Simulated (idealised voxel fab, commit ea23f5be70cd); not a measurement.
process module | voxel transistor to metal
cross-section cut | 190 nm wide | cells 5 nm
A cross-section is a grid of square cells, given in bands from the top down. A band is one or more rows of cells.
Each band's line starts with the height of the band's top and of its bottom, in nm. Then come its materials from left to right, each with its width in nm. One material with "throughout" fills the band from edge to edge. "air" is empty space.
Height 0 is the level under which the wafer as received is all one material. The lowest band goes on downwards, as in "0 down".
A width such as "30 to 40" changes by the same amount from each row of cells to the next, from the band's top row to its bottom row.
"no change" after a step means that no cell of the cross-section changed.
closed voids: empty space of 8 cells or more with no open way to the top, each as width x height at its distance from the left edge, in nm
after a step's settings: what the simulator itself notes on the step
overlay nm, on a step with a mask: how far to the right of its planned place the mask lay; to the left if negative
Each pair below shows a cross-section before one step and the cross-section after it, down to the lowest band that changed. The line under each pair gives the step between them, with its settings. The pairs can come from different runs of this module on the same starting wafer, so a pair continues from the pair above only where its "before" says so.
before
  55 to 45: air 80 | aC 25 | air 85
  45 to 30: air 80 | SiCN 25 | air 85
  30 to 5: air 80 | polySi 25 | air 85
  5 to 0: SiO2 30 | air 50 | polySi 25 | air 50 | SiO2 35
  0 to -15: SiO2 throughout
  -15 to -20: SiO2 35 | Si 115 | SiO2 40
  -20 down: Si throughout
  closed voids: none
after
  45 to 30: air 80 | SiCN 25 | air 85
  below 30: unchanged
  closed voids: none
the step between: op STRIP | etch materials aC
before: the cross-section after the pair above
after
  50 to 45: air 75 | SiN 35 | air 80
  45 to 30: air 75 | SiN 5 | SiCN 25 | SiN 5 | air 80
  30 to 10: air 75 | SiN 5 | polySi 25 | SiN 5 | air 80
  10 to 5: SiN 35 | air 40 | SiN 5 | polySi 25 | SiN 5 | air 40 | SiN 40
  5 to 0: SiO2 30 | SiN 50 | polySi 25 | SiN 50 | SiO2 35
  below 0: unchanged
  closed voids: none
the step between: op CONFORMAL_DEP | material SiN | thk nm 5
before: the cross-section after the pair above
after
  45 to 30: air 75 | SiN 5 | SiCN 25 | SiN 5 | air 80
  30 to 5: air 75 | SiN 5 | polySi 25 | SiN 5 | air 80
  5 to 0: SiO2 30 | SiN 5 | air 40 | SiN 5 | polySi 25 | SiN 5 | air 40 | SiN 5 | SiO2 35
  below 0: unchanged
  closed voids: none
the step between: op DIRECTIONAL_ETCH | etch materials SiN | depth nm 5
before: the cross-section after the pair above
after
  45 to 30: air 75 | SiN 5 | SiCN 25 | SiN 5 | air 80
  30 to 5: air 75 | SiN 5 | polySi 25 | SiN 5 | air 80
  5 to 0: air 30 | SiN 5 | air 40 | SiN 5 | polySi 25 | SiN 5 | air 40 | SiN 5 | air 35
  0 to -5: SiO2 35 | air 40 | SiO2 35 | air 40 | SiO2 40
  below -5: unchanged
  closed voids: none
the step between: op DIRECTIONAL_ETCH | etch materials SiO2 | depth nm 5
before: the cross-section after the pair above
after
  50 to 45: SiO2 throughout
  45 to 30: SiO2 75 | SiN 5 | SiCN 25 | SiN 5 | SiO2 80
  30 to 5: SiO2 75 | SiN 5 | polySi 25 | SiN 5 | SiO2 80
  5 to 0: SiO2 30 | SiN 5 | SiO2 40 | SiN 5 | polySi 25 | SiN 5 | SiO2 40 | SiN 5 | SiO2 35
  0 to -15: SiO2 throughout
  below -15: unchanged
  closed voids: none
the step between: op FILL_DEP | material SiO2 | thk nm 5
before: the cross-section after the pair above
after
  30 to 5: SiO2 75 | SiN 5 | polySi 25 | SiN 5 | SiO2 80
  below 5: unchanged
  closed voids: none
the step between: op CMP | height nm 30
before: the cross-section after the pair above
after
  30 to 5: SiO2 75 | SiN 5 | air 25 | SiN 5 | SiO2 80
  5 to 0: SiO2 30 | SiN 5 | SiO2 40 | SiN 5 | air 25 | SiN 5 | SiO2 40 | SiN 5 | SiO2 35
  below 0: unchanged
  closed voids: none
the step between: op STRIP | etch materials polySi
before: the cross-section after the pair above
after
  30 to 25: air 75 | SiN 5 | air 25 | SiN 5 | air 80
  25 to 5: SiO2 75 | SiN 5 | air 25 | SiN 5 | SiO2 80
  5 to 0: SiO2 30 | SiN 5 | SiO2 40 | SiN 5 | air 25 | SiN 5 | SiO2 40 | SiN 5 | SiO2 35
  0 to -5: SiO2 75 | air 35 | SiO2 80
  below -5: unchanged
  closed voids: none
the step between: op SELECTIVE_ETCH | etch materials SiO2 | depth nm 5
before: the cross-section after the pair above
after
  35 to 30: air 70 | HfO2 15 | air 15 | HfO2 15 | air 75
  30 to 25: HfO2 75 | SiN 5 | HfO2 5 | air 15 | HfO2 5 | SiN 5 | HfO2 80
  25 to 5: SiO2 75 | SiN 5 | HfO2 5 | air 15 | HfO2 5 | SiN 5 | SiO2 80
  5 to 0: SiO2 30 | SiN 5 | SiO2 40 | SiN 5 | HfO2 5 | air 15 | HfO2 5 | SiN 5 | SiO2 40 | SiN 5 | SiO2 35
  0 to -5: SiO2 75 | HfO2 35 | SiO2 80
  below -5: unchanged
  closed voids: none
the step between: op CONFORMAL_DEP | material HfO2 | thk nm 5
before: the cross-section after the pair above
after
  40 to 35: air 65 | TiN 25 | air 5 | TiN 25 | air 70
  35 to 30: TiN 70 | HfO2 15 | TiN 5 | air 5 | TiN 5 | HfO2 15 | TiN 75
  30 to 25: HfO2 75 | SiN 5 | HfO2 5 | TiN 5 | air 5 | TiN 5 | HfO2 5 | SiN 5 | HfO2 80
  25 to 5: SiO2 75 | SiN 5 | HfO2 5 | TiN 5 | air 5 | TiN 5 | HfO2 5 | SiN 5 | SiO2 80
  5 to 0: SiO2 30 | SiN 5 | SiO2 40 | SiN 5 | HfO2 5 | TiN 15 | HfO2 5 | SiN 5 | SiO2 40 | SiN 5 | SiO2 35
  below 0: unchanged
  closed voids: none
the step between: op CONFORMAL_DEP | material TiN | thk nm 5
before: the cross-section after the pair above
after
  45 to 40: W throughout
  40 to 35: W 65 | TiN 25 | W 5 | TiN 25 | W 70
  35 to 30: TiN 70 | HfO2 15 | TiN 5 | W 5 | TiN 5 | HfO2 15 | TiN 75
  30 to 25: HfO2 75 | SiN 5 | HfO2 5 | TiN 5 | W 5 | TiN 5 | HfO2 5 | SiN 5 | HfO2 80
  25 to 5: SiO2 75 | SiN 5 | HfO2 5 | TiN 5 | W 5 | TiN 5 | HfO2 5 | SiN 5 | SiO2 80
  below 5: unchanged
  closed voids: none
the step between: op FILL_DEP | material W | thk nm 5
before: the cross-section after the pair above
after
  25 to 5: SiO2 75 | SiN 5 | HfO2 5 | TiN 5 | W 5 | TiN 5 | HfO2 5 | SiN 5 | SiO2 80
  below 5: unchanged
  closed voids: none
the step between: op CMP | height nm 25
before: the cross-section after the pair above
after
  35 to 25: SiO2 throughout
  below 25: unchanged
  closed voids: none
the step between: op DIRECTIONAL_DEP | material SiO2 | thk nm 10
before: the cross-section after the pair above
after
  50 to 35: aC throughout
  below 35: unchanged
  closed voids: none
the step between: op DIRECTIONAL_DEP | material aC | thk nm 15
before: the cross-section after the pair above
after
  85 to 50: resist 40 | air 20 | resist 65 | air 20 | resist 45
  below 50: unchanged
  closed voids: none
the step between: op PATTERN | tone open | mask id CONTACT | material resist | width nm 20 | pitch nm 85 | thk nm 35 | overlay nm 0
before: the cross-section after the pair above
after
  70 to 50: resist 40 | air 20 | resist 65 | air 20 | resist 45
  50 to 35: aC 40 | air 20 | aC 65 | air 20 | aC 45
  below 35: unchanged
  closed voids: none
the step between: op DIRECTIONAL_ETCH | etch materials aC | depth nm 15
before: the cross-section after the pair above
after
  50 to 35: aC 40 | air 20 | aC 65 | air 20 | aC 45
  below 35: unchanged
  closed voids: none
the step between: op STRIP | etch materials resist
before: the cross-section after the pair above
after
  50 to 35: aC 40 | air 20 | aC 65 | air 20 | aC 45
  35 to 25: SiO2 40 | air 20 | SiO2 65 | air 20 | SiO2 45
  25 to 5: SiO2 40 | air 20 | SiO2 15 | SiN 5 | HfO2 5 | TiN 5 | W 5 | TiN 5 | HfO2 5 | SiN 5 | SiO2 15 | air 20 | SiO2 45
  5 to 0: SiO2 30 | SiN 5 | SiO2 5 | air 20 | SiO2 15 | SiN 5 | HfO2 5 | TiN 15 | HfO2 5 | SiN 5 | SiO2 15 | air 20 | SiO2 5 | SiN 5 | SiO2 35
  0 to -5: SiO2 40 | air 20 | SiO2 15 | HfO2 35 | SiO2 15 | air 20 | SiO2 45
  below -5: unchanged
  closed voids: none
the step between: op DIRECTIONAL_ETCH | etch materials SiO2 | depth nm 40
before: the cross-section after the pair above
after
  35 to 25: SiO2 40 | air 20 | SiO2 65 | air 20 | SiO2 45
  below 25: unchanged
  closed voids: none
the step between: op STRIP | etch materials aC
before: the cross-section after the pair above
after
  40 to 35: TiN 45 | air 10 | TiN 75 | air 10 | TiN 50
  35 to 25: SiO2 40 | TiN 5 | air 10 | TiN 5 | SiO2 65 | TiN 5 | air 10 | TiN 5 | SiO2 45
  25 to 5: SiO2 40 | TiN 5 | air 10 | TiN 5 | SiO2 15 | SiN 5 | HfO2 5 | TiN 5 | W 5 | TiN 5 | HfO2 5 | SiN 5 | SiO2 15 | TiN 5 | air 10 | TiN 5 | SiO2 45
  5 to 0: SiO2 30 | SiN 5 | SiO2 5 | TiN 5 | air 10 | TiN 5 | SiO2 15 | SiN 5 | HfO2 5 | TiN 15 | HfO2 5 | SiN 5 | SiO2 15 | TiN 5 | air 10 | TiN 5 | SiO2 5 | SiN 5 | SiO2 35
  0 to -5: SiO2 40 | TiN 20 | SiO2 15 | HfO2 35 | SiO2 15 | TiN 20 | SiO2 45
  below -5: unchanged
  closed voids: none
the step between: op CONFORMAL_DEP | material TiN | thk nm 5
before: the cross-section after the pair above
after
  45 to 40: W throughout
  40 to 35: TiN 45 | W 10 | TiN 75 | W 10 | TiN 50
  35 to 25: SiO2 40 | TiN 5 | W 10 | TiN 5 | SiO2 65 | TiN 5 | W 10 | TiN 5 | SiO2 45
  25 to 5: SiO2 40 | TiN 5 | W 10 | TiN 5 | SiO2 15 | SiN 5 | HfO2 5 | TiN 5 | W 5 | TiN 5 | HfO2 5 | SiN 5 | SiO2 15 | TiN 5 | W 10 | TiN 5 | SiO2 45
  5 to 0: SiO2 30 | SiN 5 | SiO2 5 | TiN 5 | W 10 | TiN 5 | SiO2 15 | SiN 5 | HfO2 5 | TiN 15 | HfO2 5 | SiN 5 | SiO2 15 | TiN 5 | W 10 | TiN 5 | SiO2 5 | SiN 5 | SiO2 35
  below 0: unchanged
  closed voids: none
the step between: op FILL_DEP | material W | thk nm 5
before: the cross-section after the pair above
after
  35 to 25: SiO2 40 | TiN 5 | W 10 | TiN 5 | SiO2 65 | TiN 5 | W 10 | TiN 5 | SiO2 45
  below 25: unchanged
  closed voids: none
the step between: op CMP | height nm 35
before: the cross-section after the pair above
after
  40 to 35: TiN throughout
  below 35: unchanged
  closed voids: none
the step between: op DIRECTIONAL_DEP | material TiN | thk nm 5
before: the cross-section after the pair above
after
  65 to 40: Ru throughout
  below 40: unchanged
  closed voids: none
the step between: op DIRECTIONAL_DEP | material Ru | thk nm 25
before: the cross-section after the pair above
after
  85 to 65: air 40 | resist 20 | air 65 | resist 20 | air 45
  below 65: unchanged
  closed voids: none
the step between: op PATTERN | tone cover | mask id METAL_1 | material resist | width nm 20 | pitch nm 85 | thk nm 20 | overlay nm 0
before: the cross-section after the pair above
after
  85 to 65: air 40 | resist 20 | air 65 | resist 20 | air 45
  65 to 40: air 40 | Ru 20 | air 65 | Ru 20 | air 45
  below 40: unchanged
  closed voids: none
the step between: op DIRECTIONAL_ETCH | etch materials Ru | depth nm 25
before: the cross-section after the pair above
after
  85 to 65: air 40 | resist 20 | air 65 | resist 20 | air 45
  65 to 40: air 40 | Ru 20 | air 65 | Ru 20 | air 45
  40 to 35: air 40 | TiN 20 | air 65 | TiN 20 | air 45
  below 35: unchanged
  closed voids: none
the step between: op DIRECTIONAL_ETCH | etch materials TiN | depth nm 5
before: the cross-section after the pair above
after
  65 to 40: air 40 | Ru 20 | air 65 | Ru 20 | air 45
  below 40: unchanged
  closed voids: none
the step between: op STRIP | etch materials resist
before: the cross-section after the pair above
after
  70 to 65: lowk throughout
  65 to 40: lowk 40 | Ru 20 | lowk 65 | Ru 20 | lowk 45
  40 to 35: lowk 40 | TiN 20 | lowk 65 | TiN 20 | lowk 45
  below 35: unchanged
  closed voids: none
the step between: op FILL_DEP | material lowk | thk nm 5
before: the cross-section after the pair above
after
  65 to 40: lowk 40 | Ru 20 | lowk 65 | Ru 20 | lowk 45
  below 40: unchanged
  closed voids: none
the step between: op CMP | height nm 65
before: the cross-section after the pair above
after
  70 to 65: SiCN throughout
  below 65: unchanged
  closed voids: none
the step between: op CONFORMAL_DEP | material SiCN | thk nm 5
before: the cross-section after the pair above
after
  100 to 70: SiO2 throughout
  below 70: unchanged
  closed voids: none
the step between: op DIRECTIONAL_DEP | material SiO2 | thk nm 30
before: the cross-section after the pair above
after
  115 to 100: aC throughout
  below 100: unchanged
  closed voids: none
the step between: op DIRECTIONAL_DEP | material aC | thk nm 15
before: the cross-section after the pair above
after
  145 to 115: resist 40 | air 20 | resist 65 | air 20 | resist 45
  below 115: unchanged
  closed voids: none
the step between: op PATTERN | tone open | mask id METAL_2 | material resist | width nm 20 | pitch nm 85 | thk nm 30 | overlay nm 0
before: the cross-section after the pair above
after
  130 to 115: resist 40 | air 20 | resist 65 | air 20 | resist 45
  115 to 100: aC 40 | air 20 | aC 65 | air 20 | aC 45
  below 100: unchanged
  closed voids: none
the step between: op DIRECTIONAL_ETCH | etch materials aC | depth nm 15
before: the cross-section after the pair above
after
  115 to 100: aC 40 | air 20 | aC 65 | air 20 | aC 45
  below 100: unchanged
  closed voids: none
the step between: op STRIP | etch materials resist
before: the cross-section after the pair above
after
  115 to 100: aC 40 | air 20 | aC 65 | air 20 | aC 45
  100 to 85: SiO2 40 | air 20 | SiO2 65 | air 20 | SiO2 45
  below 85: unchanged
  closed voids: none
the step between: op DIRECTIONAL_ETCH | etch materials SiO2 | depth nm 15
before: the cross-section after the pair above
after
  100 to 85: SiO2 40 | air 20 | SiO2 65 | air 20 | SiO2 45
  below 85: unchanged
  closed voids: none
the step between: op STRIP | etch materials aC
before: the cross-section after the pair above
after
  115 to 100: aC 40 | air 20 | aC 65 | air 20 | aC 45
  100 to 85: SiO2 40 | aC 20 | SiO2 65 | aC 20 | SiO2 45
  below 85: unchanged
  closed voids: none
the step between: op DIRECTIONAL_DEP | material aC | thk nm 15
before: the cross-section after the pair above
after
  150 to 115: resist 40 | air 15 | resist 70 | air 15 | resist 50
  115 to 100: aC 40 | air 15 | resist 5 | aC 65 | air 15 | resist 5 | aC 45
  below 100: unchanged
  closed voids: none
the step between: op PATTERN | tone open | mask id METAL_2_HOLES | material resist | width nm 15 | pitch nm 85 | thk nm 35 | overlay nm 0
before: the cross-section after the pair above
after
  135 to 115: resist 40 | air 15 | resist 70 | air 15 | resist 50
  115 to 100: aC 40 | air 15 | resist 5 | aC 65 | air 15 | resist 5 | aC 45
  100 to 85: SiO2 40 | air 15 | aC 5 | SiO2 65 | air 15 | aC 5 | SiO2 45
  below 85: unchanged
  closed voids: none
the step between: op DIRECTIONAL_ETCH | etch materials aC | depth nm 15
before: the cross-section after the pair above
after
  115 to 100: aC 40 | air 20 | aC 65 | air 20 | aC 45
  below 100: unchanged
  closed voids: none
the step between: op STRIP | etch materials resist
before: the cross-section after the pair above
after
  115 to 100: aC 40 | air 20 | aC 65 | air 20 | aC 45
  100 to 85: SiO2 40 | air 15 | aC 5 | SiO2 65 | air 15 | aC 5 | SiO2 45
  85 to 70: SiO2 40 | air 15 | SiO2 70 | air 15 | SiO2 50
  below 70: unchanged
  closed voids: none
the step between: op DIRECTIONAL_ETCH | etch materials SiO2 | depth nm 15
before: the cross-section after the pair above
after
  115 to 100: aC 40 | air 20 | aC 65 | air 20 | aC 45
  100 to 85: SiO2 40 | air 15 | aC 5 | SiO2 65 | air 15 | aC 5 | SiO2 45
  85 to 70: SiO2 40 | air 15 | SiO2 70 | air 15 | SiO2 50
  70 to 65: SiCN 40 | air 15 | SiCN 70 | air 15 | SiCN 50
  below 65: unchanged
  closed voids: none
the step between: op DIRECTIONAL_ETCH | etch materials SiCN | depth nm 5
before: the cross-section after the pair above
after
  100 to 85: SiO2 40 | air 20 | SiO2 65 | air 20 | SiO2 45
  below 85: unchanged
  closed voids: none
the step between: op STRIP | etch materials aC
before: the cross-section after the pair above
after
  105 to 100: TiN 45 | air 10 | TiN 75 | air 10 | TiN 50
  100 to 90: SiO2 40 | TiN 5 | air 10 | TiN 5 | SiO2 65 | TiN 5 | air 10 | TiN 5 | SiO2 45
  90 to 85: SiO2 40 | TiN 5 | air 5 | TiN 10 | SiO2 65 | TiN 5 | air 5 | TiN 10 | SiO2 45
  85 to 70: SiO2 40 | TiN 5 | air 5 | TiN 5 | SiO2 70 | TiN 5 | air 5 | TiN 5 | SiO2 50
  70 to 65: SiCN 40 | TiN 15 | SiCN 70 | TiN 15 | SiCN 50
  below 65: unchanged
  closed voids: none
the step between: op CONFORMAL_DEP | material TiN | thk nm 5
before: the cross-section after the pair above
after
  110 to 105: Cu throughout
  105 to 100: TiN 45 | Cu 10 | TiN 75 | Cu 10 | TiN 50
  100 to 90: SiO2 40 | TiN 5 | Cu 10 | TiN 5 | SiO2 65 | TiN 5 | Cu 10 | TiN 5 | SiO2 45
  90 to 85: SiO2 40 | TiN 5 | Cu 5 | TiN 10 | SiO2 65 | TiN 5 | Cu 5 | TiN 10 | SiO2 45
  85 to 70: SiO2 40 | TiN 5 | Cu 5 | TiN 5 | SiO2 70 | TiN 5 | Cu 5 | TiN 5 | SiO2 50
  below 70: unchanged
  closed voids: none
the step between: op FILL_DEP | material Cu | thk nm 5
before: the cross-section after the pair above
after
  100 to 90: SiO2 40 | TiN 5 | Cu 10 | TiN 5 | SiO2 65 | TiN 5 | Cu 10 | TiN 5 | SiO2 45
  below 90: unchanged
  closed voids: none
the step between: op CMP | height nm 100
before: the cross-section after the pair above
after
  105 to 100: SiCN throughout
  below 100: unchanged
  closed voids: none
the step between: op CONFORMAL_DEP | material SiCN | thk nm 5
before
  65 to 40: Ru throughout
  40 to 35: TiN throughout
  35 to 25: SiO2 40 | TiN 5 | W 10 | TiN 5 | SiO2 65 | TiN 5 | W 10 | TiN 5 | SiO2 45
  25 to 5: SiO2 40 | TiN 5 | W 10 | TiN 5 | SiO2 15 | SiN 5 | HfO2 5 | TiN 5 | W 5 | TiN 5 | HfO2 5 | SiN 5 | SiO2 15 | TiN 5 | W 10 | TiN 5 | SiO2 45
  5 to 0: SiO2 30 | SiN 5 | SiO2 5 | TiN 5 | W 10 | TiN 5 | SiO2 15 | SiN 5 | HfO2 5 | TiN 15 | HfO2 5 | SiN 5 | SiO2 15 | TiN 5 | W 10 | TiN 5 | SiO2 5 | SiN 5 | SiO2 35
  0 to -5: SiO2 40 | TiN 20 | SiO2 10 | nSi 5 | HfO2 35 | nSi 5 | SiO2 10 | TiN 20 | SiO2 45
  -5 to -10: SiO2 35 | nSi 40 | Si 35 | nSi 40 | SiO2 40
  -10 to -20: SiO2 35 | Si 115 | SiO2 40
  -20 down: Si throughout
  closed voids: none
after
  85 to 65: air 35 | resist 30 | air 55 | resist 30 | air 40
  below 65: unchanged
  closed voids: none
the step between: op PATTERN | tone cover | mask id METAL_1 | material resist | width nm 30 | pitch nm 85 | thk nm 20 | overlay nm 0
before: the cross-section after the pair above
after
  85 to 65: air 35 | resist 30 | air 55 | resist 30 | air 40
  65 to 40: air 35 | Ru 30 | air 55 | Ru 30 | air 40
  below 40: unchanged
  closed voids: none
the step between: op DIRECTIONAL_ETCH | etch materials Ru | depth nm 25
before: the cross-section after the pair above
after
  85 to 65: air 35 | resist 30 | air 55 | resist 30 | air 40
  65 to 40: air 35 | Ru 30 | air 55 | Ru 30 | air 40
  40 to 35: air 35 | TiN 30 | air 55 | TiN 30 | air 40
  below 35: unchanged
  closed voids: none
the step between: op DIRECTIONAL_ETCH | etch materials TiN | depth nm 5
before: the cross-section after the pair above
after
  65 to 40: air 35 | Ru 30 | air 55 | Ru 30 | air 40
  below 40: unchanged
  closed voids: none
the step between: op STRIP | etch materials resist
before: the cross-section after the pair above
after
  70 to 65: lowk throughout
  65 to 40: lowk 35 | Ru 30 | lowk 55 | Ru 30 | lowk 40
  40 to 35: lowk 35 | TiN 30 | lowk 55 | TiN 30 | lowk 40
  below 35: unchanged
  closed voids: none
the step between: op FILL_DEP | material lowk | thk nm 5
before: the cross-section after the pair above
after
  65 to 40: lowk 35 | Ru 30 | lowk 55 | Ru 30 | lowk 40
  below 40: unchanged
  closed voids: none
the step between: op CMP | height nm 65
before: the cross-section after the pair above
after
  70 to 65: SiCN throughout
  below 65: unchanged
  closed voids: none
the step between: op CONFORMAL_DEP | material SiCN | thk nm 5
before: the cross-section after the pair above
after
  100 to 70: SiO2 throughout
  below 70: unchanged
  closed voids: none
the step between: op DIRECTIONAL_DEP | material SiO2 | thk nm 30
before: the cross-section after the pair above
after
  115 to 100: aC throughout
  below 100: unchanged
  closed voids: none
the step between: op DIRECTIONAL_DEP | material aC | thk nm 15
before: the cross-section after the pair above
after
  145 to 115: resist 40 | air 20 | resist 65 | air 20 | resist 45
  below 115: unchanged
  closed voids: none
the step between: op PATTERN | tone open | mask id METAL_2 | material resist | width nm 20 | pitch nm 85 | thk nm 30 | overlay nm 0
before: the cross-section after the pair above
after
  130 to 115: resist 40 | air 20 | resist 65 | air 20 | resist 45
  115 to 100: aC 40 | air 20 | aC 65 | air 20 | aC 45
  below 100: unchanged
  closed voids: none
the step between: op DIRECTIONAL_ETCH | etch materials aC | depth nm 15
before: the cross-section after the pair above
after
  115 to 100: aC 40 | air 20 | aC 65 | air 20 | aC 45
  below 100: unchanged
  closed voids: none
the step between: op STRIP | etch materials resist
before: the cross-section after the pair above
after
  115 to 100: aC 40 | air 20 | aC 65 | air 20 | aC 45
  100 to 85: SiO2 40 | air 20 | SiO2 65 | air 20 | SiO2 45
  below 85: unchanged
  closed voids: none
the step between: op DIRECTIONAL_ETCH | etch materials SiO2 | depth nm 15
before: the cross-section after the pair above
after
  100 to 85: SiO2 40 | air 20 | SiO2 65 | air 20 | SiO2 45
  below 85: unchanged
  closed voids: none
the step between: op STRIP | etch materials aC
before: the cross-section after the pair above
after
  115 to 100: aC 40 | air 20 | aC 65 | air 20 | aC 45
  100 to 85: SiO2 40 | aC 20 | SiO2 65 | aC 20 | SiO2 45
  below 85: unchanged
  closed voids: none
the step between: op DIRECTIONAL_DEP | material aC | thk nm 15
before: the cross-section after the pair above
after
  150 to 115: resist 40 | air 15 | resist 70 | air 15 | resist 50
  115 to 100: aC 40 | air 15 | resist 5 | aC 65 | air 15 | resist 5 | aC 45
  below 100: unchanged
  closed voids: none
the step between: op PATTERN | tone open | mask id METAL_2_HOLES | material resist | width nm 15 | pitch nm 85 | thk nm 35 | overlay nm 0
before: the cross-section after the pair above
after
  135 to 115: resist 40 | air 15 | resist 70 | air 15 | resist 50
  115 to 100: aC 40 | air 15 | resist 5 | aC 65 | air 15 | resist 5 | aC 45
  100 to 85: SiO2 40 | air 15 | aC 5 | SiO2 65 | air 15 | aC 5 | SiO2 45
  below 85: unchanged
  closed voids: none
the step between: op DIRECTIONAL_ETCH | etch materials aC | depth nm 15
before: the cross-section after the pair above
after
  115 to 100: aC 40 | air 20 | aC 65 | air 20 | aC 45
  below 100: unchanged
  closed voids: none
the step between: op STRIP | etch materials resist
before: the cross-section after the pair above
after
  115 to 100: aC 40 | air 20 | aC 65 | air 20 | aC 45
  100 to 85: SiO2 40 | air 15 | aC 5 | SiO2 65 | air 15 | aC 5 | SiO2 45
  85 to 70: SiO2 40 | air 15 | SiO2 70 | air 15 | SiO2 50
  below 70: unchanged
  closed voids: none
the step between: op DIRECTIONAL_ETCH | etch materials SiO2 | depth nm 15
before: the cross-section after the pair above
after
  115 to 100: aC 40 | air 20 | aC 65 | air 20 | aC 45
  100 to 85: SiO2 40 | air 15 | aC 5 | SiO2 65 | air 15 | aC 5 | SiO2 45
  85 to 70: SiO2 40 | air 15 | SiO2 70 | air 15 | SiO2 50
  70 to 65: SiCN 40 | air 15 | SiCN 70 | air 15 | SiCN 50
  below 65: unchanged
  closed voids: none
the step between: op DIRECTIONAL_ETCH | etch materials SiCN | depth nm 5
before: the cross-section after the pair above
after
  100 to 85: SiO2 40 | air 20 | SiO2 65 | air 20 | SiO2 45
  below 85: unchanged
  closed voids: none
the step between: op STRIP | etch materials aC
before: the cross-section after the pair above
after
  105 to 100: TiN 45 | air 10 | TiN 75 | air 10 | TiN 50
  100 to 90: SiO2 40 | TiN 5 | air 10 | TiN 5 | SiO2 65 | TiN 5 | air 10 | TiN 5 | SiO2 45
  90 to 85: SiO2 40 | TiN 5 | air 5 | TiN 10 | SiO2 65 | TiN 5 | air 5 | TiN 10 | SiO2 45
  85 to 70: SiO2 40 | TiN 5 | air 5 | TiN 5 | SiO2 70 | TiN 5 | air 5 | TiN 5 | SiO2 50
  70 to 65: SiCN 40 | TiN 15 | SiCN 70 | TiN 15 | SiCN 50
  below 65: unchanged
  closed voids: none
the step between: op CONFORMAL_DEP | material TiN | thk nm 5
before: the cross-section after the pair above
after
  110 to 105: Cu throughout
  105 to 100: TiN 45 | Cu 10 | TiN 75 | Cu 10 | TiN 50
  100 to 90: SiO2 40 | TiN 5 | Cu 10 | TiN 5 | SiO2 65 | TiN 5 | Cu 10 | TiN 5 | SiO2 45
  90 to 85: SiO2 40 | TiN 5 | Cu 5 | TiN 10 | SiO2 65 | TiN 5 | Cu 5 | TiN 10 | SiO2 45
  85 to 70: SiO2 40 | TiN 5 | Cu 5 | TiN 5 | SiO2 70 | TiN 5 | Cu 5 | TiN 5 | SiO2 50
  below 70: unchanged
  closed voids: none
the step between: op FILL_DEP | material Cu | thk nm 5
before: the cross-section after the pair above
after
  100 to 90: SiO2 40 | TiN 5 | Cu 10 | TiN 5 | SiO2 65 | TiN 5 | Cu 10 | TiN 5 | SiO2 45
  below 90: unchanged
  closed voids: none
the step between: op CMP | height nm 100
before: the cross-section after the pair above
after
  105 to 100: SiCN throughout
  below 100: unchanged
  closed voids: none
the step between: op CONFORMAL_DEP | material SiCN | thk nm 5
before
  65 to 40: Ru throughout
  40 to 35: TiN throughout
  35 to 25: SiO2 40 | TiN 5 | W 10 | TiN 5 | SiO2 65 | TiN 5 | W 10 | TiN 5 | SiO2 45
  25 to 5: SiO2 40 | TiN 5 | W 10 | TiN 5 | SiO2 15 | SiN 5 | HfO2 5 | TiN 5 | W 5 | TiN 5 | HfO2 5 | SiN 5 | SiO2 15 | TiN 5 | W 10 | TiN 5 | SiO2 45
  5 to 0: SiO2 30 | SiN 5 | SiO2 5 | TiN 5 | W 10 | TiN 5 | SiO2 15 | SiN 5 | HfO2 5 | TiN 15 | HfO2 5 | SiN 5 | SiO2 15 | TiN 5 | W 10 | TiN 5 | SiO2 5 | SiN 5 | SiO2 35
  0 to -5: SiO2 40 | TiN 20 | SiO2 10 | nSi 5 | HfO2 35 | nSi 5 | SiO2 10 | TiN 20 | SiO2 45
  -5 to -10: SiO2 35 | nSi 40 | Si 35 | nSi 40 | SiO2 40
  -10 to -20: SiO2 35 | Si 115 | SiO2 40
  -20 down: Si throughout
  closed voids: none
after
  85 to 65: air 30 | resist 20 | air 65 | resist 20 | air 55
  below 65: unchanged
  closed voids: none
the step between: op PATTERN | tone cover | mask id METAL_1 | material resist | width nm 20 | pitch nm 85 | thk nm 20 | overlay nm -10
before: the cross-section after the pair above
after
  85 to 65: air 30 | resist 20 | air 65 | resist 20 | air 55
  65 to 40: air 30 | Ru 20 | air 65 | Ru 20 | air 55
  below 40: unchanged
  closed voids: none
the step between: op DIRECTIONAL_ETCH | etch materials Ru | depth nm 25
before: the cross-section after the pair above
after
  85 to 65: air 30 | resist 20 | air 65 | resist 20 | air 55
  65 to 40: air 30 | Ru 20 | air 65 | Ru 20 | air 55
  40 to 35: air 30 | TiN 20 | air 65 | TiN 20 | air 55
  below 35: unchanged
  closed voids: none
the step between: op DIRECTIONAL_ETCH | etch materials TiN | depth nm 5
before: the cross-section after the pair above
after
  65 to 40: air 30 | Ru 20 | air 65 | Ru 20 | air 55
  below 40: unchanged
  closed voids: none
the step between: op STRIP | etch materials resist
before: the cross-section after the pair above
after
  70 to 65: lowk throughout
  65 to 40: lowk 30 | Ru 20 | lowk 65 | Ru 20 | lowk 55
  40 to 35: lowk 30 | TiN 20 | lowk 65 | TiN 20 | lowk 55
  below 35: unchanged
  closed voids: none
the step between: op FILL_DEP | material lowk | thk nm 5
before: the cross-section after the pair above
after
  65 to 40: lowk 30 | Ru 20 | lowk 65 | Ru 20 | lowk 55
  below 40: unchanged
  closed voids: none
the step between: op CMP | height nm 65
before: the cross-section after the pair above
after
  70 to 65: SiCN throughout
  below 65: unchanged
  closed voids: none
the step between: op CONFORMAL_DEP | material SiCN | thk nm 5
before: the cross-section after the pair above
after
  100 to 70: SiO2 throughout
  below 70: unchanged
  closed voids: none
the step between: op DIRECTIONAL_DEP | material SiO2 | thk nm 30
before: the cross-section after the pair above
after
  115 to 100: aC throughout
  below 100: unchanged
  closed voids: none
the step between: op DIRECTIONAL_DEP | material aC | thk nm 15
before: the cross-section after the pair above
after
  145 to 115: resist 40 | air 20 | resist 65 | air 20 | resist 45
  below 115: unchanged
  closed voids: none
the step between: op PATTERN | tone open | mask id METAL_2 | material resist | width nm 20 | pitch nm 85 | thk nm 30 | overlay nm 0
before: the cross-section after the pair above
after
  130 to 115: resist 40 | air 20 | resist 65 | air 20 | resist 45
  115 to 100: aC 40 | air 20 | aC 65 | air 20 | aC 45
  below 100: unchanged
  closed voids: none
the step between: op DIRECTIONAL_ETCH | etch materials aC | depth nm 15
before: the cross-section after the pair above
after
  115 to 100: aC 40 | air 20 | aC 65 | air 20 | aC 45
  below 100: unchanged
  closed voids: none
the step between: op STRIP | etch materials resist
before: the cross-section after the pair above
after
  115 to 100: aC 40 | air 20 | aC 65 | air 20 | aC 45
  100 to 85: SiO2 40 | air 20 | SiO2 65 | air 20 | SiO2 45
  below 85: unchanged
  closed voids: none
the step between: op DIRECTIONAL_ETCH | etch materials SiO2 | depth nm 15
before: the cross-section after the pair above
after
  100 to 85: SiO2 40 | air 20 | SiO2 65 | air 20 | SiO2 45
  below 85: unchanged
  closed voids: none
the step between: op STRIP | etch materials aC
